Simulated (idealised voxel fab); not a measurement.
Herein follows the process module entitled voxel transistor to metal.
Cross-section cut spans 190 nm and uses square cells 5 nm in size.
Square cells in a grid make up a cross-section in this document, and the grid is given as bands, listed from the top down, each one or more rows of cells.
The entry gives the band's vertical extent as a top height and a bottom height in nm, then its horizontal make-up as materials from left to right, each with a width in nm. "blank" stands for empty space; a single material marked "everywhere" fills the band edge to edge.
Height datum 0, below which the as-received substrate wafer is one material. Lowest band open at the bottom, running downward: "top 0, no bottom".
The expression "30->40" gives the width at the extremes of the band, the first number at its top row of cells and the second at its bottom row, with the width changing by equal amounts from each row to the next in between.
The designation "no change occurred", where it is given for a processing step, indicates that no cell of the cross-section was altered in the course of that step.
The entry titled "Enclosed cavity list" provides the empty spaces that have no open way to the top, restricted to those of 8 cells or more. Each is presented as width x height at distance, the distance being measured from the left edge, with all three in nm.
It should be noted that, on the line of a given step, the content following the step's settings is a remark produced by the simulator itself with respect to that step.
If you see "overlay nm" on a step's line and that step has a mask, it's telling you how far right of where it was planned the mask ended up; a negative number means it went left instead.

### Planned step list for the process
1 RECEIVE: material Si
2 CONFORMAL_DEP: material SiO2, thk nm 5
3 CONFORMAL_DEP: material SiN, thk nm 10
4 DIRECTIONAL_DEP: material aC, thk nm 10
5 PATTERN: tone cover, mask id ACTIVE, material resist, width nm 85, thk nm 30, overlay nm 0
6 DIRECTIONAL_ETCH: etch materials aC, depth nm 10
7 STRIP: etch materials resist
8 DIRECTIONAL_ETCH: etch materials SiN, depth nm 10
9 DIRECTIONAL_ETCH: etch materials SiO2, depth nm 5
10 DIRECTIONAL_ETCH: etch materials Si, depth nm 30
11 STRIP: etch materials aC
12 FILL_DEP: material SiO2, thk nm 10
13 CMP: height nm 15
14 SELECTIVE_ETCH: etch materials SiO2, depth nm 5
15 STRIP: etch materials SiN
16 SELECTIVE_ETCH: etch materials SiO2, depth nm 5
17 OXIDIZE: depth nm 5
18 DIRECTIONAL_DEP: material polySi, thk nm 25
19 DIRECTIONAL_DEP: material SiCN, thk nm 15
20 MASKED_ETCH: tone cover, mask id GATE, width nm 15, etch materials SiCN, depth nm 25, overlay nm 0
21 MASKED_ETCH: tone cover, mask id GATE, width nm 15, etch materials polySi, depth nm 35, overlay nm 0
22 CONFORMAL_DEP: material SiN, thk nm 5
23 DIRECTIONAL_ETCH: etch materials SiN, depth nm 5
24 DIRECTIONAL_ETCH: etch materials SiO2, depth nm 5
25 EPI: material nSi, thk nm 5
26 FILL_DEP: material SiO2, thk nm 10
27 CMP: height nm 40
28 DIRECTIONAL_DEP: material SiO2, thk nm 10
29 DIRECTIONAL_DEP: material aC, thk nm 10
30 PATTERN: tone open, mask id CONTACT, material resist, width nm 25, pitch nm 50, thk nm 30, overlay nm 0
31 DIRECTIONAL_ETCH: etch materials aC, depth nm 10
32 STRIP: etch materials resist
33 DIRECTIONAL_ETCH: etch materials SiO2, depth nm 50
34 STRIP: etch materials aC
35 CONFORMAL_DEP: material TiN, thk nm 5
36 FILL_DEP: material W, thk nm 5
37 CMP: height nm 50
38 CONFORMAL_DEP: material SiN, thk nm 5
39 DIRECTIONAL_DEP: material lowk, thk nm 25
40 PATTERN: tone open, mask id METAL_1, material resist, width nm 15, pitch nm 60, thk nm 20, overlay nm 0
41 DIRECTIONAL_ETCH: etch materials lowk, depth nm 25
42 DIRECTIONAL_ETCH: etch materials SiN, depth nm 5
43 STRIP: etch materials resist
44 CONFORMAL_DEP: material TiN, thk nm 5
45 FILL_DEP: material Ru, thk nm 5
46 CMP: height nm 80
47 CONFORMAL_DEP: material SiCN, thk nm 5

### First wafer of two (run as planned)

### Shown in cross-section is the wafer as received, that is, as it stands after step 1
  top 0, no bottom: Si everywhere
  Enclosed cavity list: none

### Step 2 done - wafer cross-section
  top 5, bottom 0: SiO2 everywhere
  Below a height of 0, the structure has not been altered.

### Step 3 done - wafer cross-section
  top 15, bottom 5: SiN everywhere
  Below a height of 5, the structure has not been altered.

### Step 4 done - wafer cross-section
  top 25, bottom 15: aC everywhere
  Below a height of 15, the structure has not been altered.

### Step 5 done - wafer cross-section
  top 55, bottom 25: blank: 50, then resist: 85, then blank: 55
  Below a height of 25, the structure has not been altered.

### Step 6 done - wafer cross-section
  top 45, bottom 25: blank: 50, then resist: 85, then blank: 55
  top 25, bottom 15: blank: 50, then aC: 85, then blank: 55
  Below a height of 15, the structure has not been altered.

### Step 7 done - wafer cross-section
  top 25, bottom 15: blank: 50, then aC: 85, then blank: 55
  Below a height of 15, the structure has not been altered.

### Step 8 done - wafer cross-section
  top 25, bottom 15: blank: 50, then aC: 85, then blank: 55
  top 15, bottom 5: blank: 50, then SiN: 85, then blank: 55
  Below a height of 5, the structure has not been altered.

### Step 9 done - wafer cross-section
  top 25, bottom 15: blank: 50, then aC: 85, then blank: 55
  top 15, bottom 5: blank: 50, then SiN: 85, then blank: 55
  top 5, bottom 0: blank: 50, then SiO2: 85, then blank: 55
  Below a height of 0, the structure has not been altered.

### Step 10 done - wafer cross-section
  top 25, bottom 15: blank: 50, then aC: 85, then blank: 55
  top 15, bottom 5: blank: 50, then SiN: 85, then blank: 55
  top 5, bottom 0: blank: 50, then SiO2: 85, then blank: 55
  top 0, bottom -30: blank: 50, then Si: 85, then blank: 55
  Below a height of -30, the structure has not been altered.

### Step 11 done - wafer cross-section
  top 15, bottom 5: blank: 50, then SiN: 85, then blank: 55
  Below a height of 5, the structure has not been altered.

### Step 12 done - wafer cross-section
  top 25, bottom 15: SiO2 everywhere
  top 15, bottom 5: SiO2: 50, then SiN: 85, then SiO2: 55
  top 5, bottom 0: SiO2 everywhere
  top 0, bottom -30: SiO2: 50, then Si: 85, then SiO2: 55
  Below a height of -30, the structure has not been altered.

### Step 13 done - wafer cross-section
  top 15, bottom 5: SiO2: 50, then SiN: 85, then SiO2: 55
  Below a height of 5, the structure has not been altered.

### Step 14 done - wafer cross-section
  top 15, bottom 10: blank: 50, then SiN: 85, then blank: 55
  Below a height of 10, the structure has not been altered.

### Step 15 done - wafer cross-section
  top 10, bottom 5: SiO2: 50, then blank: 85, then SiO2: 55
  Below a height of 5, the structure has not been altered.

### Step 16 done - wafer cross-section
  top 5, bottom 0: SiO2: 45, then blank: 95, then SiO2: 50
  Below a height of 0, the structure has not been altered.

### Step 17 done - wafer cross-section
  top 5, bottom 0: SiO2: 45, then blank: 95, then SiO2: 50
  top 0, bottom -5: SiO2 everywhere
  Below a height of -5, the structure has not been altered.

### Step 18 done - wafer cross-section
  top 30, bottom 25: polySi: 45, then blank: 95, then polySi: 50
  top 25, bottom 5: polySi everywhere
  top 5, bottom 0: SiO2: 45, then polySi: 95, then SiO2: 50
  Below a height of 0, the structure has not been altered.

### Step 19 done - wafer cross-section
  top 45, bottom 40: SiCN: 45, then blank: 95, then SiCN: 50
  top 40, bottom 30: SiCN everywhere
  top 30, bottom 25: polySi: 45, then SiCN: 95, then polySi: 50
  Below a height of 25, the structure has not been altered.

### Step 20 done - wafer cross-section
  top 40, bottom 30: blank: 85, then SiCN: 15, then blank: 90
  top 30, bottom 25: polySi: 45, then blank: 40, then SiCN: 15, then blank: 40, then polySi: 50
  Below a height of 25, the structure has not been altered.

### Step 21 done - wafer cross-section
  top 40, bottom 25: blank: 85, then SiCN: 15, then blank: 90
  top 25, bottom 5: blank: 85, then polySi: 15, then blank: 90
  top 5, bottom 0: SiO2: 45, then blank: 40, then polySi: 15, then blank: 40, then SiO2: 50
  Below a height of 0, the structure has not been altered.

### Step 22 done - wafer cross-section
  top 45, bottom 40: blank: 80, then SiN: 25, then blank: 85
  top 40, bottom 25: blank: 80, then SiN: 5, then SiCN: 15, then SiN: 5, then blank: 85
  top 25, bottom 10: blank: 80, then SiN: 5, then polySi: 15, then SiN: 5, then blank: 85
  top 10, bottom 5: SiN: 50, then blank: 30, then SiN: 5, then polySi: 15, then SiN: 5, then blank: 30, then SiN: 55
  top 5, bottom 0: SiO2: 45, then SiN: 40, then polySi: 15, then SiN: 40, then SiO2: 50
  Below a height of 0, the structure has not been altered.

### Step 23 done - wafer cross-section
  top 40, bottom 25: blank: 80, then SiN: 5, then SiCN: 15, then SiN: 5, then blank: 85
  top 25, bottom 5: blank: 80, then SiN: 5, then polySi: 15, then SiN: 5, then blank: 85
  top 5, bottom 0: SiO2: 45, then SiN: 5, then blank: 30, then SiN: 5, then polySi: 15, then SiN: 5, then blank: 30, then SiN: 5, then SiO2: 50
  Below a height of 0, the structure has not been altered.

### Step 24 done - wafer cross-section
  top 40, bottom 25: blank: 80, then SiN: 5, then SiCN: 15, then SiN: 5, then blank: 85
  top 25, bottom 5: blank: 80, then SiN: 5, then polySi: 15, then SiN: 5, then blank: 85
  top 5, bottom 0: blank: 45, then SiN: 5, then blank: 30, then SiN: 5, then polySi: 15, then SiN: 5, then blank: 30, then SiN: 5, then blank: 50
  top 0, bottom -5: SiO2: 50, then blank: 30, then SiO2: 25, then blank: 30, then SiO2: 55
  Below a height of -5, the structure has not been altered.

### Step 25 done - wafer cross-section
  top 40, bottom 25: blank: 80, then SiN: 5, then SiCN: 15, then SiN: 5, then blank: 85
  top 25, bottom 5: blank: 80, then SiN: 5, then polySi: 15, then SiN: 5, then blank: 85
  top 5, bottom 0: blank: 45, then SiN: 5, then blank: 30, then SiN: 5, then polySi: 15, then SiN: 5, then blank: 30, then SiN: 5, then blank: 50
  top 0, bottom -5: SiO2: 50, then nSi: 30, then SiO2: 25, then nSi: 30, then SiO2: 55
  Below a height of -5, the structure has not been altered.

### Step 26 done - wafer cross-section
  top 50, bottom 40: SiO2 everywhere
  top 40, bottom 25: SiO2: 80, then SiN: 5, then SiCN: 15, then SiN: 5, then SiO2: 85
  top 25, bottom 5: SiO2: 80, then SiN: 5, then polySi: 15, then SiN: 5, then SiO2: 85
  top 5, bottom 0: SiO2: 45, then SiN: 5, then SiO2: 30, then SiN: 5, then polySi: 15, then SiN: 5, then SiO2: 30, then SiN: 5, then SiO2: 50
  Below a height of 0, the structure has not been altered.

### Step 27 done - wafer cross-section
  top 40, bottom 25: SiO2: 80, then SiN: 5, then SiCN: 15, then SiN: 5, then SiO2: 85
  Below a height of 25, the structure has not been altered.

### Step 28 done - wafer cross-section
  top 50, bottom 40: SiO2 everywhere
  Below a height of 40, the structure has not been altered.

### Step 29 done - wafer cross-section
  top 60, bottom 50: aC everywhere
  Below a height of 50, the structure has not been altered.

### Step 30 done - wafer cross-section
  top 90, bottom 60: resist: 55, then blank: 25, then resist: 25, then blank: 25, then resist: 60
  Below a height of 60, the structure has not been altered.

### Step 31 done - wafer cross-section
  top 80, bottom 60: resist: 55, then blank: 25, then resist: 25, then blank: 25, then resist: 60
  top 60, bottom 50: aC: 55, then blank: 25, then aC: 25, then blank: 25, then aC: 60
  Below a height of 50, the structure has not been altered.

### Step 32 done - wafer cross-section
  top 60, bottom 50: aC: 55, then blank: 25, then aC: 25, then blank: 25, then aC: 60
  Below a height of 50, the structure has not been altered.

### Step 33 done - wafer cross-section
  top 60, bottom 50: aC: 55, then blank: 25, then aC: 25, then blank: 25, then aC: 60
  top 50, bottom 40: SiO2: 55, then blank: 25, then SiO2: 25, then blank: 25, then SiO2: 60
  top 40, bottom 25: SiO2: 55, then blank: 25, then SiN: 5, then SiCN: 15, then SiN: 5, then blank: 25, then SiO2: 60
  top 25, bottom 5: SiO2: 55, then blank: 25, then SiN: 5, then polySi: 15, then SiN: 5, then blank: 25, then SiO2: 60
  top 5, bottom 0: SiO2: 45, then SiN: 5, then SiO2: 5, then blank: 25, then SiN: 5, then polySi: 15, then SiN: 5, then blank: 25, then SiO2: 5, then SiN: 5, then SiO2: 50
  Below a height of 0, the structure has not been altered.

### Step 34 done - wafer cross-section
  top 50, bottom 40: SiO2: 55, then blank: 25, then SiO2: 25, then blank: 25, then SiO2: 60
  Below a height of 40, the structure has not been altered.

### Step 35 done - wafer cross-section
  top 55, bottom 50: TiN: 60, then blank: 15, then TiN: 35, then blank: 15, then TiN: 65
  top 50, bottom 40: SiO2: 55, then TiN: 5, then blank: 15, then TiN: 5, then SiO2: 25, then TiN: 5, then blank: 15, then TiN: 5, then SiO2: 60
  top 40, bottom 25: SiO2: 55, then TiN: 5, then blank: 15, then TiN: 5, then SiN: 5, then SiCN: 15, then SiN: 5, then TiN: 5, then blank: 15, then TiN: 5, then SiO2: 60
  top 25, bottom 5: SiO2: 55, then TiN: 5, then blank: 15, then TiN: 5, then SiN: 5, then polySi: 15, then SiN: 5, then TiN: 5, then blank: 15, then TiN: 5, then SiO2: 60
  top 5, bottom 0: SiO2: 45, then SiN: 5, then SiO2: 5, then TiN: 25, then SiN: 5, then polySi: 15, then SiN: 5, then TiN: 25, then SiO2: 5, then SiN: 5, then SiO2: 50
  Below a height of 0, the structure has not been altered.

### Step 36 done - wafer cross-section
  top 60, bottom 55: W everywhere
  top 55, bottom 50: TiN: 60, then W: 15, then TiN: 35, then W: 15, then TiN: 65
  top 50, bottom 40: SiO2: 55, then TiN: 5, then W: 15, then TiN: 5, then SiO2: 25, then TiN: 5, then W: 15, then TiN: 5, then SiO2: 60
  top 40, bottom 25: SiO2: 55, then TiN: 5, then W: 15, then TiN: 5, then SiN: 5, then SiCN: 15, then SiN: 5, then TiN: 5, then W: 15, then TiN: 5, then SiO2: 60
  top 25, bottom 5: SiO2: 55, then TiN: 5, then W: 15, then TiN: 5, then SiN: 5, then polySi: 15, then SiN: 5, then TiN: 5, then W: 15, then TiN: 5, then SiO2: 60
  Below a height of 5, the structure has not been altered.

### Step 37 done - wafer cross-section
  top 50, bottom 40: SiO2: 55, then TiN: 5, then W: 15, then TiN: 5, then SiO2: 25, then TiN: 5, then W: 15, then TiN: 5, then SiO2: 60
  Below a height of 40, the structure has not been altered.

### Step 38 done - wafer cross-section
  top 55, bottom 50: SiN everywhere
  Below a height of 50, the structure has not been altered.

### Step 39 done - wafer cross-section
  top 80, bottom 55: lowk everywhere
  Below a height of 55, the structure has not been altered.

### Step 40 done - wafer cross-section
  top 100, bottom 80: resist: 55, then blank: 15, then resist: 45, then blank: 15, then resist: 60
  Below a height of 80, the structure has not been altered.

### Step 41 done - wafer cross-section
  top 100, bottom 80: resist: 55, then blank: 15, then resist: 45, then blank: 15, then resist: 60
  top 80, bottom 55: lowk: 55, then blank: 15, then lowk: 45, then blank: 15, then lowk: 60
  Below a height of 55, the structure has not been altered.

### Step 42 done - wafer cross-section
  top 100, bottom 80: resist: 55, then blank: 15, then resist: 45, then blank: 15, then resist: 60
  top 80, bottom 55: lowk: 55, then blank: 15, then lowk: 45, then blank: 15, then lowk: 60
  top 55, bottom 50: SiN: 55, then blank: 15, then SiN: 45, then blank: 15, then SiN: 60
  Below a height of 50, the structure has not been altered.

### Step 43 done - wafer cross-section
  top 80, bottom 55: lowk: 55, then blank: 15, then lowk: 45, then blank: 15, then lowk: 60
  Below a height of 55, the structure has not been altered.

### Step 44 done - wafer cross-section
  top 85, bottom 80: TiN: 60, then blank: 5, then TiN: 55, then blank: 5, then TiN: 65
  top 80, bottom 55: lowk: 55, then TiN: 5, then blank: 5, then TiN: 5, then lowk: 45, then TiN: 5, then blank: 5, then TiN: 5, then lowk: 60
  top 55, bottom 50: SiN: 55, then TiN: 15, then SiN: 45, then TiN: 15, then SiN: 60
  Below a height of 50, the structure has not been altered.

### Step 45 done - wafer cross-section
  top 90, bottom 85: Ru everywhere
  top 85, bottom 80: TiN: 60, then Ru: 5, then TiN: 55, then Ru: 5, then TiN: 65
  top 80, bottom 55: lowk: 55, then TiN: 5, then Ru: 5, then TiN: 5, then lowk: 45, then TiN: 5, then Ru: 5, then TiN: 5, then lowk: 60
  Below a height of 55, the structure has not been altered.

### Step 46 done - wafer cross-section
  top 80, bottom 55: lowk: 55, then TiN: 5, then Ru: 5, then TiN: 5, then lowk: 45, then TiN: 5, then Ru: 5, then TiN: 5, then lowk: 60
  Below a height of 55, the structure has not been altered.

### Step 47 done - wafer cross-section
  top 85, bottom 80: SiCN everywhere
  Below a height of 80, the structure has not been altered.

### Second wafer - shared start and plan with the first - one error in running - same as the first up to step 1 inclusive

Cross-section, second wafer, at the end time the plan gives for step 2: no change occurred

### Cross-section, second wafer, at the end time the plan gives for step 3
  top 10, bottom 0: SiN everywhere
  Below a height of 0, the structure has not been altered.

### Cross-section, second wafer, at the end time the plan gives for step 4
  top 20, bottom 10: aC everywhere
  Below a height of 10, the structure has not been altered.

### Cross-section, second wafer, at the end time the plan gives for step 5
  top 50, bottom 20: blank: 50, then resist: 85, then blank: 55
  Below a height of 20, the structure has not been altered.

### Cross-section, second wafer, at the end time the plan gives for step 6
  top 40, bottom 20: blank: 50, then resist: 85, then blank: 55
  top 20, bottom 10: blank: 50, then aC: 85, then blank: 55
  Below a height of 10, the structure has not been altered.

### Cross-section, second wafer, at the end time the plan gives for step 7
  top 20, bottom 10: blank: 50, then aC: 85, then blank: 55
  Below a height of 10, the structure has not been altered.

### Cross-section, second wafer, at the end time the plan gives for step 8
  top 20, bottom 10: blank: 50, then aC: 85, then blank: 55
  top 10, bottom 0: blank: 50, then SiN: 85, then blank: 55
  Below a height of 0, the structure has not been altered.

Cross-section, second wafer, at the end time the plan gives for step 9: no change occurred

### Cross-section, second wafer, at the end time the plan gives for step 10
  top 20, bottom 10: blank: 50, then aC: 85, then blank: 55
  top 10, bottom 0: blank: 50, then SiN: 85, then blank: 55
  top 0, bottom -30: blank: 50, then Si: 85, then blank: 55
  Below a height of -30, the structure has not been altered.

### Cross-section, second wafer, at the end time the plan gives for step 11
  top 10, bottom 0: blank: 50, then SiN: 85, then blank: 55
  Below a height of 0, the structure has not been altered.

### Cross-section, second wafer, at the end time the plan gives for step 12
  top 20, bottom 10: SiO2 everywhere
  top 10, bottom 0: SiO2: 50, then SiN: 85, then SiO2: 55
  top 0, bottom -30: SiO2: 50, then Si: 85, then SiO2: 55
  Below a height of -30, the structure has not been altered.

### Cross-section, second wafer, at the end time the plan gives for step 13
  top 15, bottom 10: SiO2 everywhere
  Below a height of 10, the structure has not been altered.

### Cross-section, second wafer, at the end time the plan gives for step 14
  top 10, bottom 0: SiO2: 50, then SiN: 85, then SiO2: 55
  Below a height of 0, the structure has not been altered.

### Cross-section, second wafer, at the end time the plan gives for step 15
  top 10, bottom 0: SiO2: 50, then blank: 85, then SiO2: 55
  Below a height of 0, the structure has not been altered.

### Cross-section, second wafer, at the end time the plan gives for step 16
  top 5, bottom 0: SiO2: 45, then blank: 95, then SiO2: 50
  top 0, bottom -5: SiO2: 45, then blank: 5, then Si: 85, then blank: 5, then SiO2: 50
  Below a height of -5, the structure has not been altered.

### Cross-section, second wafer, at the end time the plan gives for step 17
  top 5, bottom 0: SiO2: 45, then blank: 95, then SiO2: 50
  top 0, bottom -5: SiO2: 45, then blank: 5, then SiO2: 85, then blank: 5, then SiO2: 50
  top -5, bottom -10: SiO2: 55, then Si: 75, then SiO2: 60
  Below a height of -10, the structure has not been altered.

### Cross-section, second wafer, at the end time the plan gives for step 18
  top 30, bottom 25: polySi: 45, then blank: 95, then polySi: 50
  top 25, bottom 20: polySi: 45, then blank: 5, then polySi: 85, then blank: 5, then polySi: 50
  top 20, bottom 5: polySi everywhere
  top 5, bottom 0: SiO2: 45, then polySi: 95, then SiO2: 50
  top 0, bottom -5: SiO2: 45, then polySi: 5, then SiO2: 85, then polySi: 5, then SiO2: 50
  Below a height of -5, the structure has not been altered.

### Cross-section, second wafer, at the end time the plan gives for step 19
  top 45, bottom 40: SiCN: 45, then blank: 95, then SiCN: 50
  top 40, bottom 35: SiCN: 45, then blank: 5, then SiCN: 85, then blank: 5, then SiCN: 50
  top 35, bottom 30: SiCN everywhere
  top 30, bottom 25: polySi: 45, then SiCN: 95, then polySi: 50
  top 25, bottom 20: polySi: 45, then SiCN: 5, then polySi: 85, then SiCN: 5, then polySi: 50
  Below a height of 20, the structure has not been altered.

### Cross-section, second wafer, at the end time the plan gives for step 20
  top 40, bottom 30: blank: 85, then SiCN: 15, then blank: 90
  top 30, bottom 25: polySi: 45, then blank: 40, then SiCN: 15, then blank: 40, then polySi: 50
  top 25, bottom 20: polySi: 45, then blank: 5, then polySi: 85, then blank: 5, then polySi: 50
  Below a height of 20, the structure has not been altered.

### Cross-section, second wafer, at the end time the plan gives for step 21
  top 40, bottom 25: blank: 85, then SiCN: 15, then blank: 90
  top 25, bottom 5: blank: 85, then polySi: 15, then blank: 90
  top 5, bottom 0: SiO2: 45, then blank: 40, then polySi: 15, then blank: 40, then SiO2: 50
  top 0, bottom -5: SiO2: 45, then blank: 5, then SiO2: 85, then blank: 5, then SiO2: 50
  Below a height of -5, the structure has not been altered.

### Cross-section, second wafer, at the end time the plan gives for step 22
  top 45, bottom 40: blank: 80, then SiN: 25, then blank: 85
  top 40, bottom 25: blank: 80, then SiN: 5, then SiCN: 15, then SiN: 5, then blank: 85
  top 25, bottom 10: blank: 80, then SiN: 5, then polySi: 15, then SiN: 5, then blank: 85
  top 10, bottom 5: SiN: 50, then blank: 30, then SiN: 5, then polySi: 15, then SiN: 5, then blank: 30, then SiN: 55
  top 5, bottom 0: SiO2: 45, then SiN: 40, then polySi: 15, then SiN: 40, then SiO2: 50
  top 0, bottom -5: SiO2: 45, then SiN: 5, then SiO2: 85, then SiN: 5, then SiO2: 50
  Below a height of -5, the structure has not been altered.

### Cross-section, second wafer, at the end time the plan gives for step 23
  top 40, bottom 25: blank: 80, then SiN: 5, then SiCN: 15, then SiN: 5, then blank: 85
  top 25, bottom 5: blank: 80, then SiN: 5, then polySi: 15, then SiN: 5, then blank: 85
  top 5, bottom 0: SiO2: 45, then SiN: 5, then blank: 30, then SiN: 5, then polySi: 15, then SiN: 5, then blank: 30, then SiN: 5, then SiO2: 50
  Below a height of 0, the structure has not been altered.

### Cross-section, second wafer, at the end time the plan gives for step 24
  top 40, bottom 25: blank: 80, then SiN: 5, then SiCN: 15, then SiN: 5, then blank: 85
  top 25, bottom 5: blank: 80, then SiN: 5, then polySi: 15, then SiN: 5, then blank: 85
  top 5, bottom 0: blank: 45, then SiN: 5, then blank: 30, then SiN: 5, then polySi: 15, then SiN: 5, then blank: 30, then SiN: 5, then blank: 50
  top 0, bottom -5: SiO2: 45, then SiN: 5, then blank: 30, then SiO2: 25, then blank: 30, then SiN: 5, then SiO2: 50
  Below a height of -5, the structure has not been altered.

### Cross-section, second wafer, at the end time the plan gives for step 25
  top 40, bottom 25: blank: 80, then SiN: 5, then SiCN: 15, then SiN: 5, then blank: 85
  top 25, bottom 5: blank: 80, then SiN: 5, then polySi: 15, then SiN: 5, then blank: 85
  top 5, bottom 0: blank: 45, then SiN: 5, then blank: 30, then SiN: 5, then polySi: 15, then SiN: 5, then blank: 30, then SiN: 5, then blank: 50
  top 0, bottom -5: SiO2: 45, then SiN: 5, then nSi: 30, then SiO2: 25, then nSi: 30, then SiN: 5, then SiO2: 50
  Below a height of -5, the structure has not been altered.

### Cross-section, second wafer, at the end time the plan gives for step 26
  top 50, bottom 40: SiO2 everywhere
  top 40, bottom 25: SiO2: 80, then SiN: 5, then SiCN: 15, then SiN: 5, then SiO2: 85
  top 25, bottom 5: SiO2: 80, then SiN: 5, then polySi: 15, then SiN: 5, then SiO2: 85
  top 5, bottom 0: SiO2: 45, then SiN: 5, then SiO2: 30, then SiN: 5, then polySi: 15, then SiN: 5, then SiO2: 30, then SiN: 5, then SiO2: 50
  Below a height of 0, the structure has not been altered.

### Cross-section, second wafer, at the end time the plan gives for step 27
  top 40, bottom 25: SiO2: 80, then SiN: 5, then SiCN: 15, then SiN: 5, then SiO2: 85
  Below a height of 25, the structure has not been altered.

### Cross-section, second wafer, at the end time the plan gives for step 28
  top 50, bottom 40: SiO2 everywhere
  Below a height of 40, the structure has not been altered.

### Cross-section, second wafer, at the end time the plan gives for step 29
  top 60, bottom 50: aC everywhere
  Below a height of 50, the structure has not been altered.

### Cross-section, second wafer, at the end time the plan gives for step 30
  top 90, bottom 60: resist: 55, then blank: 25, then resist: 25, then blank: 25, then resist: 60
  Below a height of 60, the structure has not been altered.

### Cross-section, second wafer, at the end time the plan gives for step 31
  top 80, bottom 60: resist: 55, then blank: 25, then resist: 25, then blank: 25, then resist: 60
  top 60, bottom 50: aC: 55, then blank: 25, then aC: 25, then blank: 25, then aC: 60
  Below a height of 50, the structure has not been altered.

### Cross-section, second wafer, at the end time the plan gives for step 32
  top 60, bottom 50: aC: 55, then blank: 25, then aC: 25, then blank: 25, then aC: 60
  Below a height of 50, the structure has not been altered.

### Cross-section, second wafer, at the end time the plan gives for step 33
  top 60, bottom 50: aC: 55, then blank: 25, then aC: 25, then blank: 25, then aC: 60
  top 50, bottom 40: SiO2: 55, then blank: 25, then SiO2: 25, then blank: 25, then SiO2: 60
  top 40, bottom 25: SiO2: 55, then blank: 25, then SiN: 5, then SiCN: 15, then SiN: 5, then blank: 25, then SiO2: 60
  top 25, bottom 5: SiO2: 55, then blank: 25, then SiN: 5, then polySi: 15, then SiN: 5, then blank: 25, then SiO2: 60
  top 5, bottom 0: SiO2: 45, then SiN: 5, then SiO2: 5, then blank: 25, then SiN: 5, then polySi: 15, then SiN: 5, then blank: 25, then SiO2: 5, then SiN: 5, then SiO2: 50
  Below a height of 0, the structure has not been altered.

### Cross-section, second wafer, at the end time the plan gives for step 34
  top 50, bottom 40: SiO2: 55, then blank: 25, then SiO2: 25, then blank: 25, then SiO2: 60
  Below a height of 40, the structure has not been altered.

### Cross-section, second wafer, at the end time the plan gives for step 35
  top 55, bottom 50: TiN: 60, then blank: 15, then TiN: 35, then blank: 15, then TiN: 65
  top 50, bottom 40: SiO2: 55, then TiN: 5, then blank: 15, then TiN: 5, then SiO2: 25, then TiN: 5, then blank: 15, then TiN: 5, then SiO2: 60
  top 40, bottom 25: SiO2: 55, then TiN: 5, then blank: 15, then TiN: 5, then SiN: 5, then SiCN: 15, then SiN: 5, then TiN: 5, then blank: 15, then TiN: 5, then SiO2: 60
  top 25, bottom 5: SiO2: 55, then TiN: 5, then blank: 15, then TiN: 5, then SiN: 5, then polySi: 15, then SiN: 5, then TiN: 5, then blank: 15, then TiN: 5, then SiO2: 60
  top 5, bottom 0: SiO2: 45, then SiN: 5, then SiO2: 5, then TiN: 25, then SiN: 5, then polySi: 15, then SiN: 5, then TiN: 25, then SiO2: 5, then SiN: 5, then SiO2: 50
  Below a height of 0, the structure has not been altered.

### Cross-section, second wafer, at the end time the plan gives for step 36
  top 60, bottom 55: W everywhere
  top 55, bottom 50: TiN: 60, then W: 15, then TiN: 35, then W: 15, then TiN: 65
  top 50, bottom 40: SiO2: 55, then TiN: 5, then W: 15, then TiN: 5, then SiO2: 25, then TiN: 5, then W: 15, then TiN: 5, then SiO2: 60
  top 40, bottom 25: SiO2: 55, then TiN: 5, then W: 15, then TiN: 5, then SiN: 5, then SiCN: 15, then SiN: 5, then TiN: 5, then W: 15, then TiN: 5, then SiO2: 60
  top 25, bottom 5: SiO2: 55, then TiN: 5, then W: 15, then TiN: 5, then SiN: 5, then polySi: 15, then SiN: 5, then TiN: 5, then W: 15, then TiN: 5, then SiO2: 60
  Below a height of 5, the structure has not been altered.

### Cross-section, second wafer, at the end time the plan gives for step 37
  top 50, bottom 40: SiO2: 55, then TiN: 5, then W: 15, then TiN: 5, then SiO2: 25, then TiN: 5, then W: 15, then TiN: 5, then SiO2: 60
  Below a height of 40, the structure has not been altered.

### Cross-section, second wafer, at the end time the plan gives for step 38
  top 55, bottom 50: SiN everywhere
  Below a height of 50, the structure has not been altered.

### Cross-section, second wafer, at the end time the plan gives for step 39
  top 80, bottom 55: lowk everywhere
  Below a height of 55, the structure has not been altered.

### Cross-section, second wafer, at the end time the plan gives for step 40
  top 100, bottom 80: resist: 55, then blank: 15, then resist: 45, then blank: 15, then resist: 60
  Below a height of 80, the structure has not been altered.

### Cross-section, second wafer, at the end time the plan gives for step 41
  top 100, bottom 80: resist: 55, then blank: 15, then resist: 45, then blank: 15, then resist: 60
  top 80, bottom 55: lowk: 55, then blank: 15, then lowk: 45, then blank: 15, then lowk: 60
  Below a height of 55, the structure has not been altered.

### Cross-section, second wafer, at the end time the plan gives for step 42
  top 100, bottom 80: resist: 55, then blank: 15, then resist: 45, then blank: 15, then resist: 60
  top 80, bottom 55: lowk: 55, then blank: 15, then lowk: 45, then blank: 15, then lowk: 60
  top 55, bottom 50: SiN: 55, then blank: 15, then SiN: 45, then blank: 15, then SiN: 60
  Below a height of 50, the structure has not been altered.

### Cross-section, second wafer, at the end time the plan gives for step 43
  top 80, bottom 55: lowk: 55, then blank: 15, then lowk: 45, then blank: 15, then lowk: 60
  Below a height of 55, the structure has not been altered.

### Cross-section, second wafer, at the end time the plan gives for step 44
  top 85, bottom 80: TiN: 60, then blank: 5, then TiN: 55, then blank: 5, then TiN: 65
  top 80, bottom 55: lowk: 55, then TiN: 5, then blank: 5, then TiN: 5, then lowk: 45, then TiN: 5, then blank: 5, then TiN: 5, then lowk: 60
  top 55, bottom 50: SiN: 55, then TiN: 15, then SiN: 45, then TiN: 15, then SiN: 60
  Below a height of 50, the structure has not been altered.

### Cross-section, second wafer, at the end time the plan gives for step 45
  top 90, bottom 85: Ru everywhere
  top 85, bottom 80: TiN: 60, then Ru: 5, then TiN: 55, then Ru: 5, then TiN: 65
  top 80, bottom 55: lowk: 55, then TiN: 5, then Ru: 5, then TiN: 5, then lowk: 45, then TiN: 5, then Ru: 5, then TiN: 5, then lowk: 60
  Below a height of 55, the structure has not been altered.

### Cross-section, second wafer, at the end time the plan gives for step 46
  top 80, bottom 55: lowk: 55, then TiN: 5, then Ru: 5, then TiN: 5, then lowk: 45, then TiN: 5, then Ru: 5, then TiN: 5, then lowk: 60
  Below a height of 55, the structure has not been altered.

### Cross-section, second wafer, at the end time the plan gives for step 47
  top 85, bottom 80: SiCN everywhere
  Below a height of 80, the structure has not been altered.
The plan and the run diverged here: skipped: plan step 2 (never run)
Wrapping up, a cell-based count of both wafers puts the second over or under the first for these materials: Si -2 | SiN +2
